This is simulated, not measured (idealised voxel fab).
process module | voxel capacitor over wiring
cross-section cut | 255 nm wide | cells 5 nm
A cross-section is a grid of square cells, given in bands from the top down. A band is one or more rows of cells.
Each band's line starts with the height of the band's top and of its bottom, in nm. Then come its materials from left to right, each with its width in nm. One material with "throughout" fills the band from edge to edge. "air" is empty space.
Height 0 is the level under which the wafer as received is all one material. The lowest band goes on downwards, as in "0 down".
A width such as "30 to 40" changes by the same amount from each row of cells to the next, from the band's top row to its bottom row.
"no change" after a step means that no cell of the cross-section changed.
closed voids: empty space of 8 cells or more with no open way to the top, each as width x height at its distance from the left edge, in nm
after a step's settings: what the simulator itself notes on the step
overlay nm, on a step with a mask: how far to the right of its planned place the mask lay; to the left if negative
plan
1 op RECEIVE | material Si
2 op CONFORMAL_DEP | material SiO2 | thk nm 15
3 op CONFORMAL_DEP | material SiN | thk nm 5
4 op DIRECTIONAL_DEP | material lowk | thk nm 25
5 op DIRECTIONAL_DEP | material aC | thk nm 10
6 op PATTERN | tone open | mask id METAL_1 | material resist | width nm 25 | pitch nm 95 | thk nm 25 | overlay nm 0
7 op DIRECTIONAL_ETCH | etch materials aC | depth nm 10
8 op STRIP | etch materials resist
9 op DIRECTIONAL_ETCH | etch materials lowk | depth nm 25
10 op DIRECTIONAL_ETCH | etch materials SiN | depth nm 5
11 op STRIP | etch materials aC
12 op CONFORMAL_DEP | material TiN | thk nm 5
13 op FILL_DEP | material Cu | thk nm 10
14 op CMP | height nm 45
15 op CONFORMAL_DEP | material SiCN | thk nm 5
16 op DIRECTIONAL_DEP | material SiO2 | thk nm 10
17 op PATTERN | tone open | mask id PLUG_1 | material resist | width nm 15 | thk nm 15 | overlay nm 0
18 op DIRECTIONAL_ETCH | etch materials SiO2 | depth nm 10
19 op DIRECTIONAL_ETCH | etch materials SiCN | depth nm 5
20 op STRIP | etch materials resist
21 op CONFORMAL_DEP | material TiN | thk nm 5
22 op FILL_DEP | material W | thk nm 10
23 op CMP | height nm 60
24 op DIRECTIONAL_DEP | material TiN | thk nm 10
25 op DIRECTIONAL_DEP | material SiN | thk nm 5
26 op DIRECTIONAL_DEP | material TiN | thk nm 10
27 op DIRECTIONAL_DEP | material aC | thk nm 10
28 op PATTERN | tone cover | mask id UPPER_PLATE | material resist | width nm 75 | thk nm 25 | overlay nm 0
29 op DIRECTIONAL_ETCH | etch materials aC | depth nm 10
30 op STRIP | etch materials resist
31 op DIRECTIONAL_ETCH | etch materials TiN | depth nm 10
32 op DIRECTIONAL_ETCH | etch materials SiN | depth nm 5
33 op STRIP | etch materials aC
34 op DIRECTIONAL_DEP | material aC | thk nm 15
35 op PATTERN | tone cover | mask id LOWER_PLATE | material resist | width nm 85 | thk nm 30 | overlay nm 0
36 op DIRECTIONAL_ETCH | etch materials aC | depth nm 15
37 op STRIP | etch materials resist
38 op DIRECTIONAL_ETCH | etch materials TiN | depth nm 10
39 op STRIP | etch materials aC
40 op FILL_DEP | material SiO2 | thk nm 15
41 op CMP | height nm 95
42 op DIRECTIONAL_DEP | material aC | thk nm 10
43 op PATTERN | tone open | mask id PLUG_2 | material resist | width nm 15 | thk nm 25 | overlay nm 0
44 op DIRECTIONAL_ETCH | etch materials aC | depth nm 10
45 op STRIP | etch materials resist
46 op DIRECTIONAL_ETCH | etch materials SiO2 | depth nm 10
47 op STRIP | etch materials aC
48 op CONFORMAL_DEP | material TiN | thk nm 5
49 op FILL_DEP | material Cu | thk nm 5
50 op CMP | height nm 95
51 op CONFORMAL_DEP | material SiN | thk nm 5
as received, after step 1
  0 down: Si throughout
  closed voids: none
a wafer at the end: this start, this plan, one mistake
  100 to 95: SiN throughout
  95 to 90: SiO2 85 | TiN 5 | Cu 5 | TiN 5 | SiO2 155
  90 to 85: SiO2 85 | TiN 15 | SiO2 155
  85 to 75: SiO2 80 | TiN 70 | SiO2 105
  75 to 70: SiO2 75 | SiN 75 | SiO2 105
  70 to 60: SiO2 75 | TiN 90 | SiO2 90
  60 to 50: SiO2 75 | TiN 5 | W 5 | TiN 5 | SiO2 165
  50 to 45: SiCN 75 | TiN 15 | SiCN 165
  45 to 20: lowk 65 | TiN 5 | Cu 15 | TiN 5 | lowk 70 | TiN 5 | Cu 15 | TiN 5 | lowk 70
  20 to 15: SiN 65 | TiN 25 | SiN 70 | TiN 25 | SiN 70
  15 to 0: SiO2 throughout
  0 down: Si throughout
  closed voids: none
what went wrong: step 35 ran as: op PATTERN | tone cover | mask id LOWER_PLATE | material resist | width nm 85 | thk nm 30 | overlay nm 10
